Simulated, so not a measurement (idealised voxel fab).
Name of the process module below: voxel self aligned contacts
Xsec cut, 270 nm wide, square cell size 5 nm.
Square cells in a grid make up a cross-section in this document, and the grid is given as bands, listed from the top down, each one or more rows of cells.
It is stipulated that each band's entry specify, in nanometres, the height of the top of the band and then that of its bottom, followed by the materials of the band in left-to-right sequence, each together with its width in nanometres. A single material marked by the word "everywhere" is understood to fill the band from edge to edge; the word "empty" is understood to denote empty space.
Below 0: as-received wafer, all one material; heights counted from there. Lowest band: no bottom, goes on down, written "0 down".
You'd read "30 to 40" like this: the band's top row of cells is as wide as the first number, its bottom row is as wide as the second, and going down, every row changes width by the same amount as the row before did.
Basically "everything unchanged" means that step didn't change any cell in the cross-section.
In the "Voids, sealed" entry, you get each enclosed empty space of 8 cells or more, one with no open way to the top, written width x height at distance, distance from the left edge, in nm.
That trailing text on a step's line, after the settings, is the simulator's own remark on the step.
overlay nm, on a step with a mask: how far to the right of its planned place the mask lay; to the left if negative
# The process steps that were planned are listed below
1. op RECEIVE | material Si
2. op OXIDIZE | depth nm 5
3. op DIRECTIONAL_DEP | material polySi | thk nm 30
4. op DIRECTIONAL_DEP | material SiN | thk nm 20
5. op DIRECTIONAL_DEP | material aC | thk nm 10
6. op PATTERN | tone cover | mask id GATE | material resist | width nm 30 | pitch nm 75 | thk nm 30 | overlay nm 0
7. op DIRECTIONAL_ETCH | etch materials aC | depth nm 10
8. op STRIP | etch materials resist
9. op DIRECTIONAL_ETCH | etch materials SiN | depth nm 20
10. op DIRECTIONAL_ETCH | etch materials polySi | depth nm 30
11. op STRIP | etch materials aC
12. op CONFORMAL_DEP | material SiN | thk nm 10
13. op DIRECTIONAL_ETCH | etch materials SiN | depth nm 10
14. op FILL_DEP | material SiO2 | thk nm 20
15. op CMP | height nm 60
16. op DIRECTIONAL_DEP | material aC | thk nm 10
17. op PATTERN | tone open | mask id CONTACT | material resist | width nm 55 | thk nm 30 | overlay nm 0
18. op DIRECTIONAL_ETCH | etch materials aC | depth nm 10
19. op STRIP | etch materials resist
20. op DIRECTIONAL_ETCH | etch materials SiO2 | depth nm 65
21. op STRIP | etch materials aC
22. op CONFORMAL_DEP | material TiN | thk nm 5
23. op FILL_DEP | material Ru | thk nm 5
24. op CMP | height nm 60
25. op CONFORMAL_DEP | material SiN | thk nm 5
# Wafer as received: cross-section following step 1
- 0 down = Si everywhere
- Voids, sealed: none
# Run as planned - first of the two wafers cross-sectioned at the end of the module
- 65 to 60 = SiN everywhere
- 60 to 50 = SiO2: 105  TiN: 5 to 20  Ru: 45 to 15  TiN: 5 to 20  SiO2: 110
- 50 to 30 = SiO2: 70  SiN: 50  TiN: 5  Ru: 15  TiN: 5  SiN: 50  SiO2: 75
- 30 to 0 = SiO2: 70  SiN: 10  polySi: 30  SiN: 10  TiN: 5  Ru: 15  TiN: 5  SiN: 10  polySi: 30  SiN: 10  SiO2: 75
- 0 to -5 = SiO2: 120  TiN: 25  SiO2: 125
- -5 down = Si everywhere
- Voids, sealed: none
# Presented here is a cross-section of the second of the two wafers as it stood at the end of the module. It was started in the same manner and assigned the same plan as the first wafer; however, one mistake was made in its execution
- 65 to 60 = SiN everywhere
- 60 to 50 = SiO2: 105  TiN: 5 to 20  Ru: 45 to 15  TiN: 5 to 20  SiO2: 110
- 50 to 30 = SiO2: 70  SiN: 50  TiN: 5  Ru: 15  TiN: 5  SiN: 50  SiO2: 75
- 30 to 0 = SiO2: 70  SiN: 10  polySi: 30  SiN: 10  TiN: 5  Ru: 15  TiN: 5  SiN: 10  polySi: 30  SiN: 10  SiO2: 75
- 0 to -5 = SiO2: 120  TiN: 25  SiO2: 125
- -5 to -10 = SiO2 everywhere
- -10 down = Si everywhere
- Voids, sealed: none
It is concluded that the wafer was processed incorrectly with respect to the plan, in that step 2 ran with different settings than intended, the actual operation and settings being op OXIDIZE | depth nm 10
Final difference in cells, second wafer against first, listed per material as more or fewer: -54 Si; +54 SiO2
